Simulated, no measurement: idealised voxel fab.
process module | voxel transistor to metal
cross-section cut | 185 nm wide | cells 5 nm
A cross-section is a grid of square cells, given in bands from the top down. A band is one or more rows of cells.
Each band's line starts with the height of the band's top and of its bottom, in nm. Then come its materials from left to right, each with its width in nm. One material with "throughout" fills the band from edge to edge. "air" is empty space.
Height 0 is the level under which the wafer as received is all one material. The lowest band goes on downwards, as in "0 down".
A width such as "30 to 40" changes by the same amount from each row of cells to the next, from the band's top row to its bottom row.
"no change" after a step means that no cell of the cross-section changed.
closed voids: empty space of 8 cells or more with no open way to the top, each as width x height at its distance from the left edge, in nm
after a step's settings: what the simulator itself notes on the step
overlay nm, on a step with a mask: how far to the right of its planned place the mask lay; to the left if negative
plan
1 op RECEIVE | material Si
2 op CONFORMAL_DEP | material SiO2 | thk nm 5
3 op CONFORMAL_DEP | material SiN | thk nm 10
4 op PATTERN | tone cover | mask id ACTIVE | material resist | width nm 95 | thk nm 20 | overlay nm 0
5 op DIRECTIONAL_ETCH | etch materials SiN | depth nm 10
6 op DIRECTIONAL_ETCH | etch materials SiO2 | depth nm 5
7 op DIRECTIONAL_ETCH | etch materials Si | depth nm 35
8 op STRIP | etch materials resist
9 op FILL_DEP | material SiO2 | thk nm 5
10 op CMP | height nm 15
11 op SELECTIVE_ETCH | etch materials SiO2 | depth nm 10
12 op STRIP | etch materials SiN
13 op SELECTIVE_ETCH | etch materials SiO2 | depth nm 5
14 op OXIDIZE | depth nm 5
15 op DIRECTIONAL_DEP | material polySi | thk nm 25
16 op DIRECTIONAL_DEP | material SiCN | thk nm 10
17 op DIRECTIONAL_DEP | material aC | thk nm 10
18 op PATTERN | tone cover | mask id GATE | material resist | width nm 15 | thk nm 30 | overlay nm 0
19 op DIRECTIONAL_ETCH | etch materials aC | depth nm 10
20 op STRIP | etch materials resist
21 op DIRECTIONAL_ETCH | etch materials SiCN | depth nm 20
22 op DIRECTIONAL_ETCH | etch materials polySi | depth nm 35
23 op STRIP | etch materials aC
24 op CONFORMAL_DEP | material SiN | thk nm 5
25 op DIRECTIONAL_ETCH | etch materials SiN | depth nm 5
26 op DIRECTIONAL_ETCH | etch materials SiO2 | depth nm 5
27 op DIRECTIONAL_ETCH | etch materials Si | depth nm 10
28 op EPI | material pSi | thk nm 10
29 op FILL_DEP | material SiO2 | thk nm 10
30 op CMP | height nm 25
31 op STRIP | etch materials polySi
32 op SELECTIVE_ETCH | etch materials SiO2 | depth nm 5
33 op CONFORMAL_DEP | material HfO2 | thk nm 5
34 op CONFORMAL_DEP | material TiN | thk nm 5
35 op FILL_DEP | material W | thk nm 5
36 op CMP | height nm 20
37 op DIRECTIONAL_DEP | material SiO2 | thk nm 10
38 op PATTERN | tone open | mask id CONTACT | material resist | width nm 15 | pitch nm 70 | thk nm 15 | overlay nm 0
39 op DIRECTIONAL_ETCH | etch materials SiO2 | depth nm 35
40 op STRIP | etch materials resist
41 op CONFORMAL_DEP | material TiN | thk nm 5
42 op FILL_DEP | material Ru | thk nm 5
43 op CMP | height nm 30
44 op CONFORMAL_DEP | material SiN | thk nm 5
45 op DIRECTIONAL_DEP | material SiO2 | thk nm 15
46 op PATTERN | tone open | mask id METAL_1 | material resist | width nm 15 | pitch nm 70 | thk nm 20 | overlay nm 0
47 op DIRECTIONAL_ETCH | etch materials SiO2 | depth nm 15
48 op DIRECTIONAL_ETCH | etch materials SiN | depth nm 5
49 op STRIP | etch materials resist
50 op CONFORMAL_DEP | material TiN | thk nm 5
51 op FILL_DEP | material Cu | thk nm 5
52 op CMP | height nm 50
53 op EPI | material Ru | thk nm 5
54 op FILL_DEP | material SiCN | thk nm 5
55 op DIRECTIONAL_DEP | material lowk | thk nm 30
56 op MASKED_ETCH | tone open | mask id METAL_2 | width nm 15 | pitch nm 70 | etch materials lowk | depth nm 20 | overlay nm 0
57 op MASKED_ETCH | tone open | mask id METAL_2_HOLES | width nm 15 | pitch nm 70 | etch materials lowk | depth nm 10 | overlay nm 0
58 op MASKED_ETCH | tone open | mask id METAL_2_HOLES | width nm 15 | pitch nm 70 | etch materials SiCN | depth nm 5 | overlay nm 0
59 op CONFORMAL_DEP | material TiN | thk nm 5
60 op FILL_DEP | material Cu | thk nm 5
61 op CMP | height nm 90
62 op CONFORMAL_DEP | material SiN | thk nm 5
varied across the wafers: width nm of step 18. The plan shows the first wafer's value. All wafers start alike
first wafer as received, after step 1
  0 down: Si throughout
  closed voids: none
first wafer at the end, after step 62
  95 to 90: SiN throughout
  90 to 60: lowk 50 | TiN 5 | Cu 5 | TiN 5 | lowk 55 | TiN 5 | Cu 5 | TiN 5 | lowk 50
  60 to 55: SiCN 50 | TiN 15 | SiCN 55 | TiN 15 | SiCN 50
  55 to 50: SiCN 45 | Ru 25 | SiCN 45 | Ru 25 | SiCN 45
  50 to 35: SiO2 50 | TiN 5 | Cu 5 | TiN 5 | SiO2 55 | TiN 5 | Cu 5 | TiN 5 | SiO2 50
  35 to 30: SiN 50 | TiN 15 | SiN 55 | TiN 15 | SiN 50
  30 to 20: SiO2 50 | TiN 5 | Ru 5 | TiN 5 | SiO2 55 | TiN 5 | Ru 5 | TiN 5 | SiO2 50
  20 to 5: SiO2 50 | TiN 5 | Ru 5 | TiN 5 | SiO2 15 | SiN 5 | HfO2 5 | TiN 5 | HfO2 5 | SiN 5 | SiO2 15 | TiN 5 | Ru 5 | TiN 5 | SiO2 50
  5 to 0: SiO2 50 | TiN 5 | Ru 5 | TiN 5 | SiO2 5 | pSi 10 | SiN 5 | HfO2 5 | TiN 5 | HfO2 5 | SiN 5 | pSi 10 | SiO2 5 | TiN 5 | Ru 5 | TiN 5 | SiO2 50
  0 to -5: SiO2 50 | TiN 15 | SiO2 5 | pSi 10 | HfO2 25 | pSi 10 | SiO2 5 | TiN 15 | SiO2 50
  -5 to -15: SiO2 45 | pSi 35 | Si 25 | pSi 35 | SiO2 45
  -15 to -35: SiO2 45 | Si 95 | SiO2 45
  -35 down: Si throughout
  closed voids: none
last wafer at the end
  95 to 90: SiN throughout
  90 to 60: lowk 50 | TiN 5 | Cu 5 | TiN 5 | lowk 55 | TiN 5 | Cu 5 | TiN 5 | lowk 50
  60 to 55: SiCN 50 | TiN 15 | SiCN 55 | TiN 15 | SiCN 50
  55 to 50: SiCN 45 | Ru 25 | SiCN 45 | Ru 25 | SiCN 45
  50 to 35: SiO2 50 | TiN 5 | Cu 5 | TiN 5 | SiO2 55 | TiN 5 | Cu 5 | TiN 5 | SiO2 50
  35 to 30: SiN 50 | TiN 15 | SiN 55 | TiN 15 | SiN 50
  30 to 20: SiO2 50 | TiN 5 | Ru 5 | TiN 5 | SiO2 55 | TiN 5 | Ru 5 | TiN 5 | SiO2 50
  20 to 10: SiO2 50 | TiN 5 | Ru 5 | TiN 5 | SiO2 5 | SiN 5 | HfO2 5 | TiN 5 | W 20 | TiN 5 | HfO2 5 | SiN 5 | TiN 5 | Ru 5 | TiN 5 | SiO2 50
  10 to 5: SiO2 50 | TiN 15 | SiO2 5 | SiN 5 | HfO2 5 | TiN 5 | W 20 | TiN 5 | HfO2 5 | SiN 5 | TiN 15 | SiO2 50
  5 to 0: SiO2 50 | TiN 10 | pSi 10 | SiN 5 | HfO2 5 | TiN 30 | HfO2 5 | SiN 5 | pSi 10 | TiN 5 | SiO2 50
  0 to -5: SiO2 50 | TiN 10 | pSi 10 | HfO2 50 | pSi 10 | TiN 5 | SiO2 50
  -5 to -15: SiO2 45 | pSi 25 | Si 50 | pSi 20 | SiO2 45
  -15 to -35: SiO2 45 | Si 95 | SiO2 45
  -35 down: Si throughout
  closed voids: none
each wafer at the end: cells of each material gained (+) or lost (-) since it was received, then its closed voids
width nm 15 | +18 Cu | +13 HfO2 | +22 Ru | -173 Si | +58 SiCN | +76 SiN | +385 SiO2 | +82 TiN | +186 lowk | +36 pSi | closed voids: none
width nm 20 | +18 Cu | +14 HfO2 | +22 Ru | -171 Si | +58 SiCN | +76 SiN | +380 SiO2 | +86 TiN | +186 lowk | +34 pSi | closed voids: none
width nm 25 | +18 Cu | +15 HfO2 | +22 Ru | -169 Si | +58 SiCN | +76 SiN | +375 SiO2 | +87 TiN | +3 W | +186 lowk | +32 pSi | closed voids: none
width nm 30 | +18 Cu | +16 HfO2 | +20 Ru | -167 Si | +58 SiCN | +76 SiN | +372 SiO2 | +88 TiN | +6 W | +186 lowk | +30 pSi | closed voids: none
width nm 35 | +18 Cu | +17 HfO2 | +18 Ru | -165 Si | +58 SiCN | +76 SiN | +369 SiO2 | +89 TiN | +9 W | +186 lowk | +28 pSi | closed voids: none
width nm 40 | +18 Cu | +18 HfO2 | +18 Ru | -163 Si | +58 SiCN | +76 SiN | +366 SiO2 | +88 TiN | +12 W | +186 lowk | +26 pSi | closed voids: none
